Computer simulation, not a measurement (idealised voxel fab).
Herein follows the process module entitled voxel gate over fins.
Section shown: cut. Width: 270 nm. Cell size: 5 nm, square.
How to read a cross-section here: the picture is a grid of square cells, written as bands going from the top down, and any band can span one or more rows of cells.
In this notation a band is specified by the heights of its top and bottom, in that order and in nm, after which its materials appear from left to right, each paired with its width in nm. The word "full width" attached to a single material means that material fills the band from edge to edge; the word "blank" stands for empty space.
Height is counted from the level 0, under which the received wafer is composed throughout of one material. The lowest of the bands is not closed at the bottom but continues downward, in the notation "0 down".
Note: "30 to 40" means the width goes from the first number (top row of the band) to the second number (bottom row) in equal steps per row of cells.
No cell of the cross-section changed in a step that is given as "remains unaltered".
The list in "Closed cavity list" covers empty spaces of 8 cells or more that cannot reach the top through any open way, and it gives each as width x height at distance; the distance is from the left edge, and width, height and distance are in nm.
Step line, after settings: the simulator's comment on this step.
overlay nm: on a step with a mask, how far right of its planned place the mask lay; negative means left.
Planned process steps:
step 1: RECEIVE [material Si]
step 2: CONFORMAL_DEP [material SiN] [thk nm 10]
step 3: DIRECTIONAL_DEP [material aC] [thk nm 15]
step 4: PATTERN [tone cover] [mask id FINS] [material resist] [width nm 15] [pitch nm 45] [thk nm 30] [overlay nm 0]
step 5: DIRECTIONAL_ETCH [etch materials aC] [depth nm 15]
step 6: STRIP [etch materials resist]
step 7: DIRECTIONAL_ETCH [etch materials SiN] [depth nm 10]
step 8: DIRECTIONAL_ETCH [etch materials Si] [depth nm 30]
step 9: STRIP [etch materials aC]
step 10: FILL_DEP [material SiO2] [thk nm 10]
step 11: CMP [height nm 10]
step 12: SELECTIVE_ETCH [etch materials SiO2] [depth nm 25]
step 13: STRIP [etch materials SiN]
step 14: CONFORMAL_DEP [material HfO2] [thk nm 5]
step 15: CONFORMAL_DEP [material TiN] [thk nm 5]
step 16: FILL_DEP [material W] [thk nm 10]
step 17: CMP [height nm 15]
step 18: CONFORMAL_DEP [material SiCN] [thk nm 10]
Cross-section of the wafer as it came to us, i.e., already through step 1:
  0 down  Si full width
  Closed cavity list: none
Wafer at module end, in section. Began as above, planned as above, run with one mistake:
  25 to 15  SiCN full width
  15 to 10  W full width
  10 to 5  50 of W, then 35 of TiN, then 10 of W, then 35 of TiN, then 10 of W, then 35 of TiN, then 10 of W, then 35 of TiN, then 50 of W
  5 to 0  50 of W, then 5 of TiN, then 25 of HfO2, then 5 of TiN, then 10 of W, then 5 of TiN, then 25 of HfO2, then 5 of TiN, then 10 of W, then 5 of TiN, then 25 of HfO2, then 5 of TiN, then 10 of W, then 5 of TiN, then 25 of HfO2, then 5 of TiN, then 50 of W
  0 to -5  50 of W, then 5 of TiN, then 5 of HfO2, then 15 of Si, then 5 of HfO2, then 5 of TiN, then 10 of W, then 5 of TiN, then 5 of HfO2, then 15 of Si, then 5 of HfO2, then 5 of TiN, then 10 of W, then 5 of TiN, then 5 of HfO2, then 15 of Si, then 5 of HfO2, then 5 of TiN, then 10 of W, then 5 of TiN, then 5 of HfO2, then 15 of Si, then 5 of HfO2, then 5 of TiN, then 50 of W
  -5 to -10  55 of TiN, then 5 of HfO2, then 15 of Si, then 5 of HfO2, then 20 of TiN, then 5 of HfO2, then 15 of Si, then 5 of HfO2, then 20 of TiN, then 5 of HfO2, then 15 of Si, then 5 of HfO2, then 20 of TiN, then 5 of HfO2, then 15 of Si, then 5 of HfO2, then 55 of TiN
  -10 to -15  60 of HfO2, then 15 of Si, then 30 of HfO2, then 15 of Si, then 30 of HfO2, then 15 of Si, then 30 of HfO2, then 15 of Si, then 60 of HfO2
  -15 to -60  60 of SiO2, then 15 of Si, then 30 of SiO2, then 15 of Si, then 30 of SiO2, then 15 of Si, then 30 of SiO2, then 15 of Si, then 60 of SiO2
  -60 down  Si full width
  Closed cavity list: none
Which mistake was made when the wafer was run? plan step 8 was conducted twice
